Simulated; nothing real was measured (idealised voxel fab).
Process module under the name voxel ribs on slabs
160 nm wide, 5 nm square cells: that's cross-section cut.
Bands, listed from the top down, are how a cross-section gets written in this document; the cross-section itself is a grid of square cells, and a band is one or more rows of them.
Band: top and bottom heights (nm) first, top before bottom; then materials from left to right, widths in nm. "edge to edge" marks a sole material filling the band edge to edge. "empty" denotes empty space.
Height datum 0, below which the as-received substrate wafer is one material. Lowest band open at the bottom, running downward: "z 0 and below".
With a width like "30..40", each row of cells in the band differs from the next by the same amount, the top row carrying the first number and the bottom row the second.
No cell of the cross-section changed in a step that is given as "identical to before".
Under "Enclosed void entries" you'll find the enclosed gaps, the ones with no way out to the top, that are 8 cells or bigger; each reads width x height at distance, with distance counted from the left edge, everything in nm.
On a step's line, text after the settings is the simulator commenting on that step.
You can add "overlay nm" to a step's line. For a step with a mask, it describes how far the mask lay to the right of its planned position, and a negative number describes a lay to the left.
Set out below are the planned steps of the process
| 1 | RECEIVE with material Si |
| 2 | DIRECTIONAL_DEP with material SiO2, thk nm 20 |
| 3 | DIRECTIONAL_DEP with material SiN, thk nm 20 |
| 4 | MASKED_ETCH with tone cover, mask id RIB, width nm 25, etch materials SiN, depth nm 10, overlay nm 0 |
| 5 | PATTERN with tone cover, mask id SLAB, material resist, width nm 65, thk nm 20, overlay nm 0 |
| 6 | DIRECTIONAL_ETCH with etch materials SiN, depth nm 10 |
| 7 | STRIP with etch materials resist |
| 8 | FILL_DEP with material SiO2, thk nm 20 |
| 9 | CMP with height nm 50 |
| 10 | DIRECTIONAL_DEP with material TiN, thk nm 10 |
| 11 | MASKED_ETCH with tone cover, mask id HEATER, width nm 35, etch materials TiN, depth nm 10, overlay nm 0 |
| 12 | CONFORMAL_DEP with material SiN, thk nm 5 |
Cross-section of the wafer upon arrival, representing the state reached after step 1
- z 0 and below  Si edge to edge
- Enclosed void entries: none
What the wafer looks like in cross-section after this module, when it starts as shown above and follows the plan above but one mistake is made in running it
- z 65 to 60  55 of empty  45 of SiO2  60 of empty
- z 60 to 55  55 of empty  5 of SiO2  35 of TiN  5 of SiO2  60 of empty
- z 55 to 50  60 of SiO2  35 of TiN  65 of SiO2
- z 50 to 40  SiO2 edge to edge
- z 40 to 30  65 of SiO2  25 of SiN  70 of SiO2
- z 30 to 20  45 of SiO2  65 of SiN  50 of SiO2
- z 20 to 0  SiO2 edge to edge
- z 0 and below  Si edge to edge
- Enclosed void entries: none
what went wrong: not per plan at step 12, really ran CONFORMAL_DEP with material SiO2, thk nm 5
